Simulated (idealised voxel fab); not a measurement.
process module | voxel wiring stack
Cross-section cut: width 235 nm, square cells of 5 nm.
In what follows, cross-sections appear as grids of square cells, described through bands that run from the top down, where every band is one or more rows of cells. Band: top height; bottom height; in nm. Then, left to right: material with width in nm, for each material. "everywhere": a single material spanning edge to edge. "blank": empty space. Below 0: as-received wafer, all one material; heights counted from there. Lowest band: no bottom, goes on down, written "0 -> down". A width given as "30..40" starts at the first number in the band's top row and ends at the second number in its bottom row, shifting by an equal amount at every step from row to row. Step marked "identical to before"? Then no cell in the cross-section changed in it. Fully closed voids: empty space of 8 cells or more with no open way to the top, each as width x height at its distance from the left edge, in nm. On each step's line, the part that comes after the settings is the simulator's own comment on the step. overlay nm: where the mask lay relative to plan, measured to the right, on steps with a mask; negatives go left.

# plan
1: RECEIVE: material Si
2: CONFORMAL_DEP: material SiO2, thk nm 10
3: CONFORMAL_DEP: material SiCN, thk nm 5
4: DIRECTIONAL_DEP: material lowk, thk nm 20
5: DIRECTIONAL_DEP: material aC, thk nm 10
6: PATTERN: tone open, mask id METAL_1, material resist, width nm 20, pitch nm 40, thk nm 30, overlay nm 0
7: DIRECTIONAL_ETCH: etch materials aC, depth nm 10
8: STRIP: etch materials resist
9: DIRECTIONAL_ETCH: etch materials lowk, depth nm 20
10: DIRECTIONAL_ETCH: etch materials SiCN, depth nm 5
11: STRIP: etch materials aC
12: CONFORMAL_DEP: material TiN, thk nm 5
13: FILL_DEP: material Cu, thk nm 5
14: CMP: height nm 25
15: CONFORMAL_DEP: material SiCN, thk nm 5
16: DIRECTIONAL_DEP: material lowk, thk nm 30
17: MASKED_ETCH: tone open, mask id METAL_2_HOLES, width nm 15, pitch nm 40, etch materials lowk, depth nm 30, overlay nm 0
18: MASKED_ETCH: tone open, mask id METAL_2, width nm 20, pitch nm 40, etch materials lowk, depth nm 20, overlay nm 0
19: MASKED_ETCH: tone open, mask id METAL_2, width nm 20, pitch nm 40, etch materials SiCN, depth nm 5, overlay nm 0
20: CONFORMAL_DEP: material TiN, thk nm 5
21: FILL_DEP: material Ru, thk nm 10
22: CMP: height nm 70
23: CONFORMAL_DEP: material SiCN, thk nm 5
The height nm used in step 14 is not the same on every wafer, whereas the starting condition is; the value printed in the plan is the first wafer's.

# Cross-section, first of several wafers, as delivered after step 1
	0 -> down  Si everywhere
	Fully closed voids: none

# The table below has one row for each wafer; a row shows, as of the end of the module, how many cells of each material the wafer has gained, marked (+), or lost, marked (-), since it was received, and then the wafer's closed voids
height nm 25, +8 Cu, +69 Ru, +127 SiCN, +94 SiO2, +91 TiN, +316 lowk, Fully closed voids: none
height nm 30, +12 Cu, +22 Ru, +127 SiCN, +94 SiO2, +95 TiN, +355 lowk, Fully closed voids: none
height nm 35, +16 Cu, +18 Ru, +127 SiCN, +94 SiO2, +56 TiN, +394 lowk, Fully closed voids: none
height nm 40, +20 Cu, +14 Ru, +127 SiCN, +94 SiO2, +95 TiN, +355 lowk, Fully closed voids: none
height nm 45, +67 Cu, +10 Ru, +127 SiCN, +94 SiO2, +91 TiN, +316 lowk, Fully closed voids: none
